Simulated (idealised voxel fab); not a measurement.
Documented hereafter: the process module known as voxel self aligned contacts.
The cross-section shown here is cut; it is 175 nm wide and divided into square cells measuring 5 nm on a side.
Throughout this document, each cross-section is represented as a grid of square cells and is presented as a sequence of bands enumerated from the top downward, where a band comprises one or more rows of cells.
Band: top height; bottom height; in nm. Then, left to right: material with width in nm, for each material. "edge to edge": a single material spanning edge to edge. "blank": empty space.
Measure heights from 0. That's the level where, below it, the as-received wafer is all one material. The lowest band is bottomless and extends downward; write it as in "0..down".
Note: "30..40" means the width goes from the first number (top row of the band) to the second number (bottom row) in equal steps per row of cells.
Reading "no alterations made" for a step: not a cell of the cross-section changed in it.
Reported under the label "Closed cavities" are the empty spaces having no open way to the top and comprising 8 cells or more; the notation for each is width x height at distance, in which the distance is measured from the left edge and all three values are in nm.
Anything after a step's settings on that line? It's the simulator's own note about the step.
overlay nm: on a step with a mask, how far right of its planned place the mask lay; negative means left.

Process steps - plan:
1: RECEIVE,material Si
2: OXIDIZE,depth nm 5
3: DIRECTIONAL_DEP,material polySi,thk nm 25
4: DIRECTIONAL_DEP,material SiN,thk nm 20
5: MASKED_ETCH,tone cover,mask id GATE,width nm 25,pitch nm 65,etch materials SiN,depth nm 20,overlay nm 0
6: MASKED_ETCH,tone cover,mask id GATE,width nm 25,pitch nm 65,etch materials polySi,depth nm 25,overlay nm 0
7: CONFORMAL_DEP,material SiN,thk nm 10
8: DIRECTIONAL_ETCH,etch materials SiN,depth nm 10
9: FILL_DEP,material SiO2,thk nm 10
10: CMP,height nm 50
11: PATTERN,tone open,mask id CONTACT,material resist,width nm 50,thk nm 15,overlay nm 0
12: DIRECTIONAL_ETCH,etch materials SiO2,depth nm 55
13: STRIP,etch materials resist
14: CONFORMAL_DEP,material TiN,thk nm 5
15: FILL_DEP,material W,thk nm 10
16: CMP,height nm 50
17: CONFORMAL_DEP,material SiCN,thk nm 5

Cross-section of the wafer upon arrival, representing the state reached after step 1:
    0..down = Si edge to edge
    Closed cavities: none

Cross-section, end of module. Start: as above. Plan: as above. Execution: one mistake:
    55..50 = SiCN edge to edge
    50..45 = SiO2 (60); TiN (20); W (10); TiN (20); SiO2 (65)
    45..25 = SiO2 (30); SiN (10); polySi (25); SiN (10); TiN (5); W (10); TiN (5); SiN (10); polySi (25); SiN (10); SiO2 (35)
    25..20 = SiO2 (30); SiN (10); polySi (25); SiN (10); TiN (20); SiN (10); polySi (25); SiN (10); SiO2 (35)
    20..0 = SiN edge to edge
    0..-5 = SiO2 edge to edge
    -5..down = Si edge to edge
    Closed cavities: none
Error vs. plan: steps 3 and 4 run out of order (swapped)
